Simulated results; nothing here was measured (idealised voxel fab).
Documented hereafter: the process module known as voxel tone inversion.
This is section cut - it's 265 nm across, gridded in 5 nm square cells.
Cross-section format: a grid of square cells, given as bands from top to bottom; each band is one or more rows of cells. This entry defines a band. It first specifies the height of the band's top and the height of its bottom in nm, and then specifies the band's materials from left to right, stating each material with its width in nm. The word "edge to edge" identifies a single material that fills the band from edge to edge, while the word "air" identifies empty space. Heads up on the height convention: 0 is the point under which the incoming wafer is all one material, and the lowest band has no bottom, it just keeps going down, like "z 0 and below". Top row gets the first number, bottom row gets the second, and each row in between changes by the same step: that is how a band width like "30->40" works. "left unchanged" means the step left every cell of the cross-section as it was. The entry "Closed void roster" lists the empty spaces that cover at least 8 cells and have no open path to the top. Each is written as width x height at distance, where the distance is measured from the left edge and all three values are in nm. On each step's line, the part that comes after the settings is the simulator's own comment on the step. Among the settings permitted on a step's line is "overlay nm"; applied to a step with a mask, it specifies the extent to which the mask lay to the right of its planned position, whereas a negative figure signifies a position to the left.

Steps planned for the process:
- 1: RECEIVE: material Si
- 2: CONFORMAL_DEP: material SiN, thk nm 10
- 3: DIRECTIONAL_DEP: material polySi, thk nm 20
- 4: PATTERN: tone cover, mask id POSTS, material resist, width nm 15, pitch nm 40, thk nm 30, overlay nm 0
- 5: DIRECTIONAL_ETCH: etch materials polySi, depth nm 10
- 6: STRIP: etch materials resist
- 7: FILL_DEP: material lowk, thk nm 10
- 8: CMP: height nm 30
- 9: STRIP: etch materials polySi
Heads up: all these wafers start the same, and what changes between them is the depth nm in step 5. The value you see in the plan is just what the first wafer got.

Received condition of the first of several wafers, sectioned: post-step 1:
	z 0 and below: Si edge to edge
	Closed void roster: none

Gained (+) or lost (-) cells of each material since receipt, then closed voids: one row per wafer, at the end of the module:
depth nm 10; +106 SiN; Closed void roster: none
depth nm 15; +106 SiN; Closed void roster: none
depth nm 20; +106 SiN; +164 lowk; Closed void roster: none
depth nm 25; +106 SiN; +164 lowk; Closed void roster: none
depth nm 30; +106 SiN; +164 lowk; Closed void roster: none
depth nm 35; +106 SiN; +164 lowk; Closed void roster: none
